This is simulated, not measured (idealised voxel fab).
process module | voxel ribs on slabs
cross-section cut | 260 nm wide | cells 5 nm
A cross-section is a grid of square cells, given in bands from the top down. A band is one or more rows of cells.
Each band's line starts with the height of the band's top and of its bottom, in nm. Then come its materials from left to right, each with its width in nm. One material with "throughout" fills the band from edge to edge. "air" is empty space.
Height 0 is the level under which the wafer as received is all one material. The lowest band goes on downwards, as in "0 down".
A width such as "30 to 40" changes by the same amount from each row of cells to the next, from the band's top row to its bottom row.
"no change" after a step means that no cell of the cross-section changed.
closed voids: empty space of 8 cells or more with no open way to the top, each as width x height at its distance from the left edge, in nm
after a step's settings: what the simulator itself notes on the step
overlay nm, on a step with a mask: how far to the right of its planned place the mask lay; to the left if negative
plan
1 op RECEIVE | material Si
2 op DIRECTIONAL_DEP | material SiO2 | thk nm 30
3 op DIRECTIONAL_DEP | material polySi | thk nm 15
4 op DIRECTIONAL_DEP | material aC | thk nm 10
5 op PATTERN | tone cover | mask id RIB | material resist | width nm 15 | thk nm 30 | overlay nm 0
6 op DIRECTIONAL_ETCH | etch materials aC | depth nm 10
7 op STRIP | etch materials resist
8 op DIRECTIONAL_ETCH | etch materials polySi | depth nm 10
9 op STRIP | etch materials aC
10 op MASKED_ETCH | tone cover | mask id SLAB | width nm 75 | etch materials polySi | depth nm 5 | overlay nm 0
11 op FILL_DEP | material SiO2 | thk nm 15
12 op CMP | height nm 55
13 op DIRECTIONAL_DEP | material W | thk nm 10
14 op DIRECTIONAL_DEP | material aC | thk nm 15
15 op PATTERN | tone cover | mask id HEATER | material resist | width nm 25 | thk nm 30 | overlay nm 0
16 op DIRECTIONAL_ETCH | etch materials aC | depth nm 15
17 op STRIP | etch materials resist
18 op DIRECTIONAL_ETCH | etch materials W | depth nm 10
19 op STRIP | etch materials aC
20 op CONFORMAL_DEP | material SiN | thk nm 5
first wafer, as planned
as received, after step 1
  0 down: Si throughout
  closed voids: none
after step 2
  30 to 0: SiO2 throughout
  below 0: unchanged
after step 3
  45 to 30: polySi throughout
  below 30: unchanged
after step 4
  55 to 45: aC throughout
  below 45: unchanged
after step 5
  85 to 55: air 120 | resist 15 | air 125
  below 55: unchanged
after step 6
  75 to 55: air 120 | resist 15 | air 125
  55 to 45: air 120 | aC 15 | air 125
  below 45: unchanged
after step 7
  55 to 45: air 120 | aC 15 | air 125
  below 45: unchanged
after step 8
  55 to 45: air 120 | aC 15 | air 125
  45 to 35: air 120 | polySi 15 | air 125
  below 35: unchanged
after step 9
  45 to 35: air 120 | polySi 15 | air 125
  below 35: unchanged
after step 10
  45 to 35: air 120 | polySi 15 | air 125
  35 to 30: air 90 | polySi 75 | air 95
  below 30: unchanged
after step 11
  60 to 45: SiO2 throughout
  45 to 35: SiO2 120 | polySi 15 | SiO2 125
  35 to 30: SiO2 90 | polySi 75 | SiO2 95
  below 30: unchanged
after step 12
  55 to 45: SiO2 throughout
  below 45: unchanged
after step 13
  65 to 55: W throughout
  below 55: unchanged
after step 14
  80 to 65: aC throughout
  below 65: unchanged
after step 15
  110 to 80: air 115 | resist 25 | air 120
  below 80: unchanged
after step 16
  95 to 80: air 115 | resist 25 | air 120
  80 to 65: air 115 | aC 25 | air 120
  below 65: unchanged
after step 17
  80 to 65: air 115 | aC 25 | air 120
  below 65: unchanged
after step 18
  80 to 65: air 115 | aC 25 | air 120
  65 to 55: air 115 | W 25 | air 120
  below 55: unchanged
after step 19
  65 to 55: air 115 | W 25 | air 120
  below 55: unchanged
after step 20
  70 to 65: air 110 | SiN 35 | air 115
  65 to 60: air 110 | SiN 5 | W 25 | SiN 5 | air 115
  60 to 55: SiN 115 | W 25 | SiN 120
  below 55: unchanged
second wafer: like start, like plan, one mistake. Through step 9 it matches the first wafer
when step 10 should have ended
  45 to 35: air 120 | polySi 15 | air 125
  35 to 30: air 95 | polySi 75 | air 90
  below 30: unchanged
when step 11 should have ended
  60 to 45: SiO2 throughout
  45 to 35: SiO2 120 | polySi 15 | SiO2 125
  35 to 30: SiO2 95 | polySi 75 | SiO2 90
  below 30: unchanged
when step 12 should have ended
  55 to 45: SiO2 throughout
  below 45: unchanged
when step 13 should have ended
  65 to 55: W throughout
  below 55: unchanged
when step 14 should have ended
  80 to 65: aC throughout
  below 65: unchanged
when step 15 should have ended
  110 to 80: air 115 | resist 25 | air 120
  below 80: unchanged
when step 16 should have ended
  95 to 80: air 115 | resist 25 | air 120
  80 to 65: air 115 | aC 25 | air 120
  below 65: unchanged
when step 17 should have ended
  80 to 65: air 115 | aC 25 | air 120
  below 65: unchanged
when step 18 should have ended
  80 to 65: air 115 | aC 25 | air 120
  65 to 55: air 115 | W 25 | air 120
  below 55: unchanged
when step 19 should have ended
  65 to 55: air 115 | W 25 | air 120
  below 55: unchanged
when step 20 should have ended
  70 to 65: air 110 | SiN 35 | air 115
  65 to 60: air 110 | SiN 5 | W 25 | SiN 5 | air 115
  60 to 55: SiN 115 | W 25 | SiN 120
  below 55: unchanged
what went wrong: step 10 ran as: op MASKED_ETCH | tone cover | mask id SLAB | width nm 75 | etch materials polySi | depth nm 5 | overlay nm 5
at the end the second wafer has, in cells: as many of each material as the first, in other places
